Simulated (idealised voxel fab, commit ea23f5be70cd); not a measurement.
process module | voxel local oxidation
cross-section cut | 220 nm wide | cells 5 nm
A cross-section is a grid of square cells, given in bands from the top down. A band is one or more rows of cells.
Each band's line starts with the height of the band's top and of its bottom, in nm. Then come its materials from left to right, each with its width in nm. One material with "throughout" fills the band from edge to edge. "air" is empty space.
Height 0 is the level under which the wafer as received is all one material. The lowest band goes on downwards, as in "0 down".
A width such as "30 to 40" changes by the same amount from each row of cells to the next, from the band's top row to its bottom row.
"no change" after a step means that no cell of the cross-section changed.
closed voids: empty space of 8 cells or more with no open way to the top, each as width x height at its distance from the left edge, in nm
after a step's settings: what the simulator itself notes on the step
overlay nm, on a step with a mask: how far to the right of its planned place the mask lay; to the left if negative
plan
1 op RECEIVE | material Si
2 op OXIDIZE | depth nm 5
3 op CONFORMAL_DEP | material SiN | thk nm 10
4 op DIRECTIONAL_DEP | material aC | thk nm 10
5 op PATTERN | tone cover | mask id ACTIVE | material resist | width nm 105 | thk nm 25 | overlay nm 0
6 op DIRECTIONAL_ETCH | etch materials aC | depth nm 10
7 op STRIP | etch materials resist
8 op DIRECTIONAL_ETCH | etch materials SiN | depth nm 10
9 op STRIP | etch materials aC
10 op SELECTIVE_ETCH | etch materials SiO2 | depth nm 5
11 op OXIDIZE | depth nm 15
12 op STRIP | etch materials SiN
varied across the wafers: width nm of step 5. The plan shows the first wafer's value. All wafers start alike
first wafer as received, after step 1
  0 down: Si throughout
  closed voids: none
first wafer at the end, after step 12
  0 to -5: air 60 | SiO2 95 | air 65
  -5 to -20: SiO2 75 | Si 65 | SiO2 80
  -20 down: Si throughout
  closed voids: none
last wafer at the end
  0 to -5: air 50 | SiO2 120 | air 50
  -5 to -20: SiO2 65 | Si 90 | SiO2 65
  -20 down: Si throughout
  closed voids: none
each wafer at the end: cells of each material gained (+) or lost (-) since it was received, then its closed voids
width nm 105 | -137 Si | +112 SiO2 | closed voids: none
width nm 110 | -134 Si | +110 SiO2 | closed voids: none
width nm 115 | -131 Si | +108 SiO2 | closed voids: none
width nm 120 | -128 Si | +106 SiO2 | closed voids: none
width nm 125 | -125 Si | +104 SiO2 | closed voids: none
width nm 130 | -122 Si | +102 SiO2 | closed voids: none
